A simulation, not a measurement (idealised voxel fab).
Process module name: voxel transistor to metal
Square cell edge 5 nm, section width 195 nm, ID cut.
The cross-sections in this document take the form of a grid made of square cells. They are written out as bands, in order from top to bottom. Each band consists of one or more rows of cells.
This entry defines a band. It first specifies the height of the band's top and the height of its bottom in nm, and then specifies the band's materials from left to right, stating each material with its width in nm. The word "full width" identifies a single material that fills the band from edge to edge, while the word "air" identifies empty space.
Heights are measured from 0, the level below which the as-received wafer is all one material; the lowest band has no bottom and continues downward, written as in "0 down".
The expression "30 to 40" gives the width at the extremes of the band, the first number at its top row of cells and the second at its bottom row, with the width changing by equal amounts from each row to the next in between.
Where a step carries "all unchanged", the cross-section came out of it unchanged, cell for cell.
"Trapped void list": empty spaces of 8 cells or more with no open way to the top, each given as width x height at distance, distance from the left edge, all in nm.
Text after the settings on a step's line: the simulator's own remark on that step.
A step line may carry the setting "overlay nm", which, for steps involving a mask, states the distance by which the mask lay to the right of its intended position; negative values denote displacement to the left.
Note: before/after cross-section pairs follow, one process step per pair, after-side truncated at the lowest changed band, step and settings given beneath. Different runs of this module on the same starting wafer may supply the pairs; a pair continues the one above only where the "Prior to step" entry says so.
-- Prior to step
	25 to 20: air (75), then SiN (5), then air (35), then SiN (5), then air (75)
	20 to 0: SiO2 (75), then SiN (5), then air (35), then SiN (5), then SiO2 (75)
	0 to -5: SiO2 (65), then nSi (10), then SiN (5), then air (35), then SiN (5), then nSi (10), then SiO2 (65)
	-5 to -10: SiO2 (65), then nSi (10), then SiO2 (5), then air (35), then SiO2 (5), then nSi (10), then SiO2 (65)
	-10 to -20: SiO2 (55), then nSi (20), then Si (45), then nSi (40), then SiO2 (35)
	-20 to -30: SiO2 (55), then Si (105), then SiO2 (35)
	-30 down: Si full width
	Trapped void list: none
-- Sectional Result
	30 to 25: air (70), then HfO2 (15), then air (25), then HfO2 (15), then air (70)
	25 to 20: HfO2 (75), then SiN (5), then HfO2 (5), then air (25), then HfO2 (5), then SiN (5), then HfO2 (75)
	20 to 0: SiO2 (75), then SiN (5), then HfO2 (5), then air (25), then HfO2 (5), then SiN (5), then SiO2 (75)
	0 to -5: SiO2 (65), then nSi (10), then SiN (5), then HfO2 (5), then air (25), then HfO2 (5), then SiN (5), then nSi (10), then SiO2 (65)
	-5 to -10: SiO2 (65), then nSi (10), then SiO2 (5), then HfO2 (35), then SiO2 (5), then nSi (10), then SiO2 (65)
	At heights below -10, the structure remains unaltered.
	Trapped void list: none
In between the before and after cross-sections above, the step is CONFORMAL_DEP with material HfO2, thk nm 5
Prior to step: refer to the pair immediately above; the cross-section shown after its step is the state before this one.
-- Sectional Result
	35 to 30: air (65), then TiN (25), then air (15), then TiN (25), then air (65)
	30 to 25: TiN (70), then HfO2 (15), then TiN (5), then air (15), then TiN (5), then HfO2 (15), then TiN (70)
	25 to 20: HfO2 (75), then SiN (5), then HfO2 (5), then TiN (5), then air (15), then TiN (5), then HfO2 (5), then SiN (5), then HfO2 (75)
	20 to 0: SiO2 (75), then SiN (5), then HfO2 (5), then TiN (5), then air (15), then TiN (5), then HfO2 (5), then SiN (5), then SiO2 (75)
	0 to -5: SiO2 (65), then nSi (10), then SiN (5), then HfO2 (5), then TiN (25), then HfO2 (5), then SiN (5), then nSi (10), then SiO2 (65)
	At heights below -5, the structure remains unaltered.
	Trapped void list: none
In between the before and after cross-sections above, the step is CONFORMAL_DEP with material TiN, thk nm 5
Prior to step: refer to the pair immediately above; the cross-section shown after its step is the state before this one.
-- Sectional Result
	45 to 35: W full width
	35 to 30: W (65), then TiN (25), then W (15), then TiN (25), then W (65)
	30 to 25: TiN (70), then HfO2 (15), then TiN (5), then W (15), then TiN (5), then HfO2 (15), then TiN (70)
	25 to 20: HfO2 (75), then SiN (5), then HfO2 (5), then TiN (5), then W (15), then TiN (5), then HfO2 (5), then SiN (5), then HfO2 (75)
	20 to 0: SiO2 (75), then SiN (5), then HfO2 (5), then TiN (5), then W (15), then TiN (5), then HfO2 (5), then SiN (5), then SiO2 (75)
	At heights below 0, the structure remains unaltered.
	Trapped void list: none
In between the before and after cross-sections above, the step is FILL_DEP with material W, thk nm 10
Prior to step: refer to the pair immediately above; the cross-section shown after its step is the state before this one.
-- Sectional Result
	20 to 0: SiO2 (75), then SiN (5), then HfO2 (5), then TiN (5), then W (15), then TiN (5), then HfO2 (5), then SiN (5), then SiO2 (75)
	At heights below 0, the structure remains unaltered.
	Trapped void list: none
In between the before and after cross-sections above, the step is CMP with height nm 20
Prior to step: refer to the pair immediately above; the cross-section shown after its step is the state before this one.
-- Sectional Result
	30 to 20: SiO2 full width
	At heights below 20, the structure remains unaltered.
	Trapped void list: none
In between the before and after cross-sections above, the step is DIRECTIONAL_DEP with material SiO2, thk nm 10
Prior to step: refer to the pair immediately above; the cross-section shown after its step is the state before this one.
-- Sectional Result
	30 to 20: SiO2 (45), then air (20), then SiO2 (65), then air (20), then SiO2 (45)
	20 to 0: SiO2 (45), then air (20), then SiO2 (10), then SiN (5), then HfO2 (5), then TiN (5), then W (15), then TiN (5), then HfO2 (5), then SiN (5), then SiO2 (10), then air (20), then SiO2 (45)
	0 to -5: SiO2 (45), then air (20), then nSi (10), then SiN (5), then HfO2 (5), then TiN (25), then HfO2 (5), then SiN (5), then nSi (10), then air (20), then SiO2 (45)
	-5 to -10: SiO2 (45), then air (20), then nSi (10), then SiO2 (5), then HfO2 (35), then SiO2 (5), then nSi (10), then air (20), then SiO2 (45)
	At heights below -10, the structure remains unaltered.
	Trapped void list: none
In between the before and after cross-sections above, the step is MASKED_ETCH with tone open, mask id CONTACT, width nm 20, pitch nm 85, etch materials SiO2, depth nm 40, overlay nm 0
Prior to step: refer to the pair immediately above; the cross-section shown after its step is the state before this one.
-- Sectional Result
	35 to 30: TiN (50), then air (10), then TiN (75), then air (10), then TiN (50)
	30 to 20: SiO2 (45), then TiN (5), then air (10), then TiN (5), then SiO2 (65), then TiN (5), then air (10), then TiN (5), then SiO2 (45)
	20 to 0: SiO2 (45), then TiN (5), then air (10), then TiN (5), then SiO2 (10), then SiN (5), then HfO2 (5), then TiN (5), then W (15), then TiN (5), then HfO2 (5), then SiN (5), then SiO2 (10), then TiN (5), then air (10), then TiN (5), then SiO2 (45)
	0 to -5: SiO2 (45), then TiN (5), then air (10), then TiN (5), then nSi (10), then SiN (5), then HfO2 (5), then TiN (25), then HfO2 (5), then SiN (5), then nSi (10), then TiN (5), then air (10), then TiN (5), then SiO2 (45)
	-5 to -10: SiO2 (45), then TiN (20), then nSi (10), then SiO2 (5), then HfO2 (35), then SiO2 (5), then nSi (10), then TiN (20), then SiO2 (45)
	At heights below -10, the structure remains unaltered.
	Trapped void list: none
In between the before and after cross-sections above, the step is CONFORMAL_DEP with material TiN, thk nm 5
Prior to step: refer to the pair immediately above; the cross-section shown after its step is the state before this one.
-- Sectional Result
	40 to 35: W full width
	35 to 30: TiN (50), then W (10), then TiN (75), then W (10), then TiN (50)
	30 to 20: SiO2 (45), then TiN (5), then W (10), then TiN (5), then SiO2 (65), then TiN (5), then W (10), then TiN (5), then SiO2 (45)
	20 to 0: SiO2 (45), then TiN (5), then W (10), then TiN (5), then SiO2 (10), then SiN (5), then HfO2 (5), then TiN (5), then W (15), then TiN (5), then HfO2 (5), then SiN (5), then SiO2 (10), then TiN (5), then W (10), then TiN (5), then SiO2 (45)
	0 to -5: SiO2 (45), then TiN (5), then W (10), then TiN (5), then nSi (10), then SiN (5), then HfO2 (5), then TiN (25), then HfO2 (5), then SiN (5), then nSi (10), then TiN (5), then W (10), then TiN (5), then SiO2 (45)
	At heights below -5, the structure remains unaltered.
	Trapped void list: none
In between the before and after cross-sections above, the step is FILL_DEP with material W, thk nm 5
Prior to step: refer to the pair immediately above; the cross-section shown after its step is the state before this one.
-- Sectional Result
	30 to 20: SiO2 (45), then TiN (5), then W (10), then TiN (5), then SiO2 (65), then TiN (5), then W (10), then TiN (5), then SiO2 (45)
	At heights below 20, the structure remains unaltered.
	Trapped void list: none
In between the before and after cross-sections above, the step is CMP with height nm 30
Prior to step: refer to the pair immediately above; the cross-section shown after its step is the state before this one.
-- Sectional Result
	35 to 30: SiN full width
	At heights below 30, the structure remains unaltered.
	Trapped void list: none
In between the before and after cross-sections above, the step is CONFORMAL_DEP with material SiN, thk nm 5
Prior to step: refer to the pair immediately above; the cross-section shown after its step is the state before this one.
-- Sectional Result
	55 to 35: SiO2 full width
	At heights below 35, the structure remains unaltered.
	Trapped void list: none
In between the before and after cross-sections above, the step is DIRECTIONAL_DEP with material SiO2, thk nm 20
Prior to step: refer to the pair immediately above; the cross-section shown after its step is the state before this one.
-- Sectional Result
	55 to 35: SiO2 (45), then air (20), then SiO2 (65), then air (20), then SiO2 (45)
	At heights below 35, the structure remains unaltered.
	Trapped void list: none
In between the before and after cross-sections above, the step is MASKED_ETCH with tone open, mask id METAL_1, width nm 20, pitch nm 85, etch materials SiO2, depth nm 20, overlay nm 0
Prior to step: refer to the pair immediately above; the cross-section shown after its step is the state before this one.
-- Sectional Result
	55 to 35: SiO2 (45), then air (20), then SiO2 (65), then air (20), then SiO2 (45)
	35 to 30: SiN (45), then air (20), then SiN (65), then air (20), then SiN (45)
	At heights below 30, the structure remains unaltered.
	Trapped void list: none
In between the before and after cross-sections above, the step is MASKED_ETCH with tone open, mask id METAL_1, width nm 20, pitch nm 85, etch materials SiN, depth nm 5, overlay nm 0
Prior to step: refer to the pair immediately above; the cross-section shown after its step is the state before this one.
-- Sectional Result
	60 to 55: TiN (50), then air (10), then TiN (75), then air (10), then TiN (50)
	55 to 35: SiO2 (45), then TiN (5), then air (10), then TiN (5), then SiO2 (65), then TiN (5), then air (10), then TiN (5), then SiO2 (45)
	35 to 30: SiN (45), then TiN (20), then SiN (65), then TiN (20), then SiN (45)
	At heights below 30, the structure remains unaltered.
	Trapped void list: none
In between the before and after cross-sections above, the step is CONFORMAL_DEP with material TiN, thk nm 5
Prior to step: refer to the pair immediately above; the cross-section shown after its step is the state before this one.
-- Sectional Result
	70 to 60: W full width
	60 to 55: TiN (50), then W (10), then TiN (75), then W (10), then TiN (50)
	55 to 35: SiO2 (45), then TiN (5), then W (10), then TiN (5), then SiO2 (65), then TiN (5), then W (10), then TiN (5), then SiO2 (45)
	At heights below 35, the structure remains unaltered.
	Trapped void list: none
In between the before and after cross-sections above, the step is FILL_DEP with material W, thk nm 10
Prior to step: refer to the pair immediately above; the cross-section shown after its step is the state before this one.
-- Sectional Result
	55 to 35: SiO2 (45), then TiN (5), then W (10), then TiN (5), then SiO2 (65), then TiN (5), then W (10), then TiN (5), then SiO2 (45)
	At heights below 35, the structure remains unaltered.
	Trapped void list: none
In between the before and after cross-sections above, the step is CMP with height nm 55
Prior to step: refer to the pair immediately above; the cross-section shown after its step is the state before this one.
-- Sectional Result
	60 to 55: air (40), then Ru (30), then air (55), then Ru (30), then air (40)
	At heights below 55, the structure remains unaltered.
	Trapped void list: none
In between the before and after cross-sections above, the step is EPI with material Ru, thk nm 5
Prior to step: refer to the pair immediately above; the cross-section shown after its step is the state before this one.
-- Sectional Result
	65 to 60: SiCN full width
	60 to 55: SiCN (40), then Ru (30), then SiCN (55), then Ru (30), then SiCN (40)
	At heights below 55, the structure remains unaltered.
	Trapped void list: none
In between the before and after cross-sections above, the step is FILL_DEP with material SiCN, thk nm 5
Prior to step: refer to the pair immediately above; the cross-section shown after its step is the state before this one.
-- Sectional Result
	95 to 65: lowk full width
	At heights below 65, the structure remains unaltered.
	Trapped void list: none
In between the before and after cross-sections above, the step is DIRECTIONAL_DEP with material lowk, thk nm 30
Prior to step: refer to the pair immediately above; the cross-section shown after its step is the state before this one.
-- Sectional Result
	110 to 95: aC full width
	At heights below 95, the structure remains unaltered.
	Trapped void list: none
In between the before and after cross-sections above, the step is DIRECTIONAL_DEP with material aC, thk nm 15
Prior to step: refer to the pair immediately above; the cross-section shown after its step is the state before this one.
-- Sectional Result
	140 to 110: resist (45), then air (15), then resist (70), then air (15), then resist (50)
	At heights below 110, the structure remains unaltered.
	Trapped void list: none
In between the before and after cross-sections above, the step is PATTERN with tone open, mask id METAL_2_HOLES, material resist, width nm 15, pitch nm 85, thk nm 30, overlay nm 0
Prior to step: refer to the pair immediately above; the cross-section shown after its step is the state before this one.
-- Sectional Result
	125 to 110: resist (45), then air (15), then resist (70), then air (15), then resist (50)
	110 to 95: aC (45), then air (15), then aC (70), then air (15), then aC (50)
	At heights below 95, the structure remains unaltered.
	Trapped void list: none
In between the before and after cross-sections above, the step is DIRECTIONAL_ETCH with etch materials aC, depth nm 15
Prior to step: refer to the pair immediately above; the cross-section shown after its step is the state before this one.
-- Sectional Result
	110 to 95: aC (45), then air (15), then aC (70), then air (15), then aC (50)
	At heights below 95, the structure remains unaltered.
	Trapped void list: none
In between the before and after cross-sections above, the step is STRIP with etch materials resist
Prior to step: refer to the pair immediately above; the cross-section shown after its step is the state before this one.
-- Sectional Result
	110 to 95: aC (45), then air (15), then aC (70), then air (15), then aC (50)
	95 to 65: lowk (45), then air (15), then lowk (70), then air (15), then lowk (50)
	At heights below 65, the structure remains unaltered.
	Trapped void list: none
In between the before and after cross-sections above, the step is DIRECTIONAL_ETCH with etch materials lowk, depth nm 30
Prior to step: refer to the pair immediately above; the cross-section shown after its step is the state before this one.
-- Sectional Result
	95 to 65: lowk (45), then air (15), then lowk (70), then air (15), then lowk (50)
	At heights below 65, the structure remains unaltered.
	Trapped void list: none
In between the before and after cross-sections above, the step is STRIP with etch materials aC
Prior to step: refer to the pair immediately above; the cross-section shown after its step is the state before this one.
-- Sectional Result
	95 to 75: lowk (45), then air (20), then lowk (65), then air (20), then lowk (45)
	At heights below 75, the structure remains unaltered.
	Trapped void list: none
In between the before and after cross-sections above, the step is MASKED_ETCH with tone open, mask id METAL_2, width nm 20, pitch nm 85, etch materials lowk, depth nm 20, overlay nm 0
Prior to step: refer to the pair immediately above; the cross-section shown after its step is the state before this one.
-- Sectional Result
	95 to 75: lowk (45), then air (20), then lowk (65), then air (20), then lowk (45)
	75 to 65: lowk (45), then air (15), then lowk (70), then air (15), then lowk (50)
	65 to 60: SiCN (45), then air (15), then SiCN (70), then air (15), then SiCN (50)
	At heights below 60, the structure remains unaltered.
	Trapped void list: none
In between the before and after cross-sections above, the step is MASKED_ETCH with tone open, mask id METAL_2, width nm 20, pitch nm 85, etch materials SiCN, depth nm 5, overlay nm 0
Prior to step: refer to the pair immediately above; the cross-section shown after its step is the state before this one.
-- Sectional Result
	100 to 95: TiN (50), then air (10), then TiN (75), then air (10), then TiN (50)
	95 to 80: lowk (45), then TiN (5), then air (10), then TiN (5), then lowk (65), then TiN (5), then air (10), then TiN (5), then lowk (45)
	80 to 75: lowk (45), then TiN (5), then air (5), then TiN (10), then lowk (65), then TiN (5), then air (5), then TiN (10), then lowk (45)
	75 to 65: lowk (45), then TiN (5), then air (5), then TiN (5), then lowk (70), then TiN (5), then air (5), then TiN (5), then lowk (50)
	65 to 60: SiCN (45), then TiN (15), then SiCN (70), then TiN (15), then SiCN (50)
	At heights below 60, the structure remains unaltered.
	Trapped void list: none
In between the before and after cross-sections above, the step is CONFORMAL_DEP with material TiN, thk nm 5
Prior to step: refer to the pair immediately above; the cross-section shown after its step is the state before this one.
-- Sectional Result
	110 to 100: Cu full width
	100 to 95: TiN (50), then Cu (10), then TiN (75), then Cu (10), then TiN (50)
	95 to 80: lowk (45), then TiN (5), then Cu (10), then TiN (5), then lowk (65), then TiN (5), then Cu (10), then TiN (5), then lowk (45)
	80 to 75: lowk (45), then TiN (5), then Cu (5), then TiN (10), then lowk (65), then TiN (5), then Cu (5), then TiN (10), then lowk (45)
	75 to 65: lowk (45), then TiN (5), then Cu (5), then TiN (5), then lowk (70), then TiN (5), then Cu (5), then TiN (5), then lowk (50)
	At heights below 65, the structure remains unaltered.
	Trapped void list: none
In between the before and after cross-sections above, the step is FILL_DEP with material Cu, thk nm 10
Prior to step: refer to the pair immediately above; the cross-section shown after its step is the state before this one.
-- Sectional Result
	95 to 80: lowk (45), then TiN (5), then Cu (10), then TiN (5), then lowk (65), then TiN (5), then Cu (10), then TiN (5), then lowk (45)
	At heights below 80, the structure remains unaltered.
	Trapped void list: none
In between the before and after cross-sections above, the step is CMP with height nm 95
Prior to step: refer to the pair immediately above; the cross-section shown after its step is the state before this one.
-- Sectional Result
	100 to 95: SiN full width
	At heights below 95, the structure remains unaltered.
	Trapped void list: none
In between the before and after cross-sections above, the step is CONFORMAL_DEP with material SiN, thk nm 5
-- Prior to step
	30 to 20: SiO2 (45), then air (20), then SiO2 (65), then air (20), then SiO2 (45)
	20 to 0: SiO2 (45), then air (20), then SiO2 (10), then SiN (5), then HfO2 (5), then TiN (5), then W (15), then TiN (5), then HfO2 (5), then SiN (5), then SiO2 (10), then air (20), then SiO2 (45)
	0 to -5: SiO2 (45), then air (20), then nSi (10), then SiN (5), then HfO2 (5), then TiN (25), then HfO2 (5), then SiN (5), then nSi (10), then air (20), then SiO2 (45)
	-5 to -10: SiO2 (45), then air (20), then nSi (10), then SiO2 (5), then HfO2 (35), then SiO2 (5), then nSi (10), then air (20), then SiO2 (45)
	-10 to -20: SiO2 (45), then nSi (30), then Si (45), then nSi (30), then SiO2 (45)
	-20 to -30: SiO2 (45), then Si (105), then SiO2 (45)
	-30 down: Si full width
	Trapped void list: none
-- Sectional Result
	35 to 30: HfO2 (50), then air (10), then HfO2 (75), then air (10), then HfO2 (50)
	30 to 20: SiO2 (45), then HfO2 (5), then air (10), then HfO2 (5), then SiO2 (65), then HfO2 (5), then air (10), then HfO2 (5), then SiO2 (45)
	20 to 0: SiO2 (45), then HfO2 (5), then air (10), then HfO2 (5), then SiO2 (10), then SiN (5), then HfO2 (5), then TiN (5), then W (15), then TiN (5), then HfO2 (5), then SiN (5), then SiO2 (10), then HfO2 (5), then air (10), then HfO2 (5), then SiO2 (45)
	0 to -5: SiO2 (45), then HfO2 (5), then air (10), then HfO2 (5), then nSi (10), then SiN (5), then HfO2 (5), then TiN (25), then HfO2 (5), then SiN (5), then nSi (10), then HfO2 (5), then air (10), then HfO2 (5), then SiO2 (45)
	-5 to -10: SiO2 (45), then HfO2 (20), then nSi (10), then SiO2 (5), then HfO2 (35), then SiO2 (5), then nSi (10), then HfO2 (20), then SiO2 (45)
	At heights below -10, the structure remains unaltered.
	Trapped void list: none
In between the before and after cross-sections above, the step is CONFORMAL_DEP with material HfO2, thk nm 5
Prior to step: refer to the pair immediately above; the cross-section shown after its step is the state before this one.
-- Sectional Result
	40 to 35: W full width
	35 to 30: HfO2 (50), then W (10), then HfO2 (75), then W (10), then HfO2 (50)
	30 to 20: SiO2 (45), then HfO2 (5), then W (10), then HfO2 (5), then SiO2 (65), then HfO2 (5), then W (10), then HfO2 (5), then SiO2 (45)
	20 to 0: SiO2 (45), then HfO2 (5), then W (10), then HfO2 (5), then SiO2 (10), then SiN (5), then HfO2 (5), then TiN (5), then W (15), then TiN (5), then HfO2 (5), then SiN (5), then SiO2 (10), then HfO2 (5), then W (10), then HfO2 (5), then SiO2 (45)
	0 to -5: SiO2 (45), then HfO2 (5), then W (10), then HfO2 (5), then nSi (10), then SiN (5), then HfO2 (5), then TiN (25), then HfO2 (5), then SiN (5), then nSi (10), then HfO2 (5), then W (10), then HfO2 (5), then SiO2 (45)
	At heights below -5, the structure remains unaltered.
	Trapped void list: none
In between the before and after cross-sections above, the step is FILL_DEP with material W, thk nm 5
Prior to step: refer to the pair immediately above; the cross-section shown after its step is the state before this one.
-- Sectional Result
	30 to 20: SiO2 (45), then HfO2 (5), then W (10), then HfO2 (5), then SiO2 (65), then HfO2 (5), then W (10), then HfO2 (5), then SiO2 (45)
	At heights below 20, the structure remains unaltered.
	Trapped void list: none
In between the before and after cross-sections above, the step is CMP with height nm 30
Prior to step: refer to the pair immediately above; the cross-section shown after its step is the state before this one.
-- Sectional Result
	35 to 30: SiN full width
	At heights below 30, the structure remains unaltered.
	Trapped void list: none
In between the before and after cross-sections above, the step is CONFORMAL_DEP with material SiN, thk nm 5
Prior to step: refer to the pair immediately above; the cross-section shown after its step is the state before this one.
-- Sectional Result
	55 to 35: SiO2 full width
	At heights below 35, the structure remains unaltered.
	Trapped void list: none
In between the before and after cross-sections above, the step is DIRECTIONAL_DEP with material SiO2, thk nm 20
Prior to step: refer to the pair immediately above; the cross-section shown after its step is the state before this one.
-- Sectional Result
	55 to 35: SiO2 (45), then air (20), then SiO2 (65), then air (20), then SiO2 (45)
	At heights below 35, the structure remains unaltered.
	Trapped void list: none
In between the before and after cross-sections above, the step is MASKED_ETCH with tone open, mask id METAL_1, width nm 20, pitch nm 85, etch materials SiO2, depth nm 20, overlay nm 0
Prior to step: refer to the pair immediately above; the cross-section shown after its step is the state before this one.
-- Sectional Result
	55 to 35: SiO2 (45), then air (20), then SiO2 (65), then air (20), then SiO2 (45)
	35 to 30: SiN (45), then air (20), then SiN (65), then air (20), then SiN (45)
	At heights below 30, the structure remains unaltered.
	Trapped void list: none
In between the before and after cross-sections above, the step is MASKED_ETCH with tone open, mask id METAL_1, width nm 20, pitch nm 85, etch materials SiN, depth nm 5, overlay nm 0
Prior to step: refer to the pair immediately above; the cross-section shown after its step is the state before this one.
-- Sectional Result
	60 to 55: TiN (50), then air (10), then TiN (75), then air (10), then TiN (50)
	55 to 35: SiO2 (45), then TiN (5), then air (10), then TiN (5), then SiO2 (65), then TiN (5), then air (10), then TiN (5), then SiO2 (45)
	35 to 30: SiN (45), then TiN (20), then SiN (65), then TiN (20), then SiN (45)
	At heights below 30, the structure remains unaltered.
	Trapped void list: none
In between the before and after cross-sections above, the step is CONFORMAL_DEP with material TiN, thk nm 5
Prior to step: refer to the pair immediately above; the cross-section shown after its step is the state before this one.
-- Sectional Result
	70 to 60: W full width
	60 to 55: TiN (50), then W (10), then TiN (75), then W (10), then TiN (50)
	55 to 35: SiO2 (45), then TiN (5), then W (10), then TiN (5), then SiO2 (65), then TiN (5), then W (10), then TiN (5), then SiO2 (45)
	At heights below 35, the structure remains unaltered.
	Trapped void list: none
In between the before and after cross-sections above, the step is FILL_DEP with material W, thk nm 10
Prior to step: refer to the pair immediately above; the cross-section shown after its step is the state before this one.
-- Sectional Result
	55 to 35: SiO2 (45), then TiN (5), then W (10), then TiN (5), then SiO2 (65), then TiN (5), then W (10), then TiN (5), then SiO2 (45)
	At heights below 35, the structure remains unaltered.
	Trapped void list: none
In between the before and after cross-sections above, the step is CMP with height nm 55
Prior to step: refer to the pair immediately above; the cross-section shown after its step is the state before this one.
-- Sectional Result
	60 to 55: air (40), then Ru (30), then air (55), then Ru (30), then air (40)
	At heights below 55, the structure remains unaltered.
	Trapped void list: none
In between the before and after cross-sections above, the step is EPI with material Ru, thk nm 5
Prior to step: refer to the pair immediately above; the cross-section shown after its step is the state before this one.
-- Sectional Result
	65 to 60: SiCN full width
	60 to 55: SiCN (40), then Ru (30), then SiCN (55), then Ru (30), then SiCN (40)
	At heights below 55, the structure remains unaltered.
	Trapped void list: none
In between the before and after cross-sections above, the step is FILL_DEP with material SiCN, thk nm 5
Prior to step: refer to the pair immediately above; the cross-section shown after its step is the state before this one.
-- Sectional Result
	95 to 65: lowk full width
	At heights below 65, the structure remains unaltered.
	Trapped void list: none
In between the before and after cross-sections above, the step is DIRECTIONAL_DEP with material lowk, thk nm 30
Prior to step: refer to the pair immediately above; the cross-section shown after its step is the state before this one.
-- Sectional Result
	110 to 95: aC full width
	At heights below 95, the structure remains unaltered.
	Trapped void list: none
In between the before and after cross-sections above, the step is DIRECTIONAL_DEP with material aC, thk nm 15
Prior to step: refer to the pair immediately above; the cross-section shown after its step is the state before this one.
-- Sectional Result
	140 to 110: resist (45), then air (15), then resist (70), then air (15), then resist (50)
	At heights below 110, the structure remains unaltered.
	Trapped void list: none
In between the before and after cross-sections above, the step is PATTERN with tone open, mask id METAL_2_HOLES, material resist, width nm 15, pitch nm 85, thk nm 30, overlay nm 0
Prior to step: refer to the pair immediately above; the cross-section shown after its step is the state before this one.
-- Sectional Result
	125 to 110: resist (45), then air (15), then resist (70), then air (15), then resist (50)
	110 to 95: aC (45), then air (15), then aC (70), then air (15), then aC (50)
	At heights below 95, the structure remains unaltered.
	Trapped void list: none
In between the before and after cross-sections above, the step is DIRECTIONAL_ETCH with etch materials aC, depth nm 15
Prior to step: refer to the pair immediately above; the cross-section shown after its step is the state before this one.
-- Sectional Result
	110 to 95: aC (45), then air (15), then aC (70), then air (15), then aC (50)
	At heights below 95, the structure remains unaltered.
	Trapped void list: none
In between the before and after cross-sections above, the step is STRIP with etch materials resist
Prior to step: refer to the pair immediately above; the cross-section shown after its step is the state before this one.
-- Sectional Result
	110 to 95: aC (45), then air (15), then aC (70), then air (15), then aC (50)
	95 to 65: lowk (45), then air (15), then lowk (70), then air (15), then lowk (50)
	At heights below 65, the structure remains unaltered.
	Trapped void list: none
In between the before and after cross-sections above, the step is DIRECTIONAL_ETCH with etch materials lowk, depth nm 30
Prior to step: refer to the pair immediately above; the cross-section shown after its step is the state before this one.
-- Sectional Result
	95 to 65: lowk (45), then air (15), then lowk (70), then air (15), then lowk (50)
	At heights below 65, the structure remains unaltered.
	Trapped void list: none
In between the before and after cross-sections above, the step is STRIP with etch materials aC
Prior to step: refer to the pair immediately above; the cross-section shown after its step is the state before this one.
-- Sectional Result
	95 to 75: lowk (45), then air (20), then lowk (65), then air (20), then lowk (45)
	At heights below 75, the structure remains unaltered.
	Trapped void list: none
In between the before and after cross-sections above, the step is MASKED_ETCH with tone open, mask id METAL_2, width nm 20, pitch nm 85, etch materials lowk, depth nm 20, overlay nm 0
Prior to step: refer to the pair immediately above; the cross-section shown after its step is the state before this one.
-- Sectional Result
	95 to 75: lowk (45), then air (20), then lowk (65), then air (20), then lowk (45)
	75 to 65: lowk (45), then air (15), then lowk (70), then air (15), then lowk (50)
	65 to 60: SiCN (45), then air (15), then SiCN (70), then air (15), then SiCN (50)
	At heights below 60, the structure remains unaltered.
	Trapped void list: none
In between the before and after cross-sections above, the step is MASKED_ETCH with tone open, mask id METAL_2, width nm 20, pitch nm 85, etch materials SiCN, depth nm 5, overlay nm 0
Prior to step: refer to the pair immediately above; the cross-section shown after its step is the state before this one.
-- Sectional Result
	100 to 95: TiN (50), then air (10), then TiN (75), then air (10), then TiN (50)
	95 to 80: lowk (45), then TiN (5), then air (10), then TiN (5), then lowk (65), then TiN (5), then air (10), then TiN (5), then lowk (45)
	80 to 75: lowk (45), then TiN (5), then air (5), then TiN (10), then lowk (65), then TiN (5), then air (5), then TiN (10), then lowk (45)
	75 to 65: lowk (45), then TiN (5), then air (5), then TiN (5), then lowk (70), then TiN (5), then air (5), then TiN (5), then lowk (50)
	65 to 60: SiCN (45), then TiN (15), then SiCN (70), then TiN (15), then SiCN (50)
	At heights below 60, the structure remains unaltered.
	Trapped void list: none
In between the before and after cross-sections above, the step is CONFORMAL_DEP with material TiN, thk nm 5
Prior to step: refer to the pair immediately above; the cross-section shown after its step is the state before this one.
-- Sectional Result
	110 to 100: Cu full width
	100 to 95: TiN (50), then Cu (10), then TiN (75), then Cu (10), then TiN (50)
	95 to 80: lowk (45), then TiN (5), then Cu (10), then TiN (5), then lowk (65), then TiN (5), then Cu (10), then TiN (5), then lowk (45)
	80 to 75: lowk (45), then TiN (5), then Cu (5), then TiN (10), then lowk (65), then TiN (5), then Cu (5), then TiN (10), then lowk (45)
	75 to 65: lowk (45), then TiN (5), then Cu (5), then TiN (5), then lowk (70), then TiN (5), then Cu (5), then TiN (5), then lowk (50)
	At heights below 65, the structure remains unaltered.
	Trapped void list: none
In between the before and after cross-sections above, the step is FILL_DEP with material Cu, thk nm 10
Prior to step: refer to the pair immediately above; the cross-section shown after its step is the state before this one.
-- Sectional Result
	95 to 80: lowk (45), then TiN (5), then Cu (10), then TiN (5), then lowk (65), then TiN (5), then Cu (10), then TiN (5), then lowk (45)
	At heights below 80, the structure remains unaltered.
	Trapped void list: none
In between the before and after cross-sections above, the step is CMP with height nm 95
Prior to step: refer to the pair immediately above; the cross-section shown after its step is the state before this one.
-- Sectional Result
	100 to 95: SiN full width
	At heights below 95, the structure remains unaltered.
	Trapped void list: none
In between the before and after cross-sections above, the step is CONFORMAL_DEP with material SiN, thk nm 5
-- Prior to step
	20 to 10: aC full width
	10 to 0: SiN full width
	0 to -5: SiO2 full width
	-5 down: Si full width
	Trapped void list: none
-- Sectional Result
	50 to 20: resist (40), then air (115), then resist (40)
	At heights below 20, the structure remains unaltered.
	Trapped void list: none
In between the before and after cross-sections above, the step is PATTERN with tone open, mask id ACTIVE, material resist, width nm 115, thk nm 30, overlay nm 0
Prior to step: refer to the pair immediately above; the cross-section shown after its step is the state before this one.
-- Sectional Result
	40 to 20: resist (40), then air (115), then resist (40)
	20 to 10: aC (40), then air (115), then aC (40)
	At heights below 10, the structure remains unaltered.
	Trapped void list: none
In between the before and after cross-sections above, the step is DIRECTIONAL_ETCH with etch materials aC, depth nm 10
Prior to step: refer to the pair immediately above; the cross-section shown after its step is the state before this one.
-- Sectional Result
	20 to 10: aC (40), then air (115), then aC (40)
	At heights below 10, the structure remains unaltered.
	Trapped void list: none
In between the before and after cross-sections above, the step is STRIP with etch materials resist
Prior to step: refer to the pair immediately above; the cross-section shown after its step is the state before this one.
-- Sectional Result
	20 to 10: aC (40), then air (115), then aC (40)
	10 to 0: SiN (40), then air (115), then SiN (40)
	At heights below 0, the structure remains unaltered.
	Trapped void list: none
In between the before and after cross-sections above, the step is DIRECTIONAL_ETCH with etch materials SiN, depth nm 10
Prior to step: refer to the pair immediately above; the cross-section shown after its step is the state before this one.
-- Sectional Result
	20 to 10: aC (40), then air (115), then aC (40)
	10 to 0: SiN (40), then air (115), then SiN (40)
	0 to -5: SiO2 (40), then air (115), then SiO2 (40)
	At heights below -5, the structure remains unaltered.
	Trapped void list: none
In between the before and after cross-sections above, the step is DIRECTIONAL_ETCH with etch materials SiO2, depth nm 5
Prior to step: refer to the pair immediately above; the cross-section shown after its step is the state before this one.
-- Sectional Result
	20 to 10: aC (40), then air (115), then aC (40)
	10 to 0: SiN (40), then air (115), then SiN (40)
	0 to -5: SiO2 (40), then air (115), then SiO2 (40)
	-5 to -25: Si (40), then air (115), then Si (40)
	At heights below -25, the structure remains unaltered.
	Trapped void list: none
In between the before and after cross-sections above, the step is DIRECTIONAL_ETCH with etch materials Si, depth nm 20
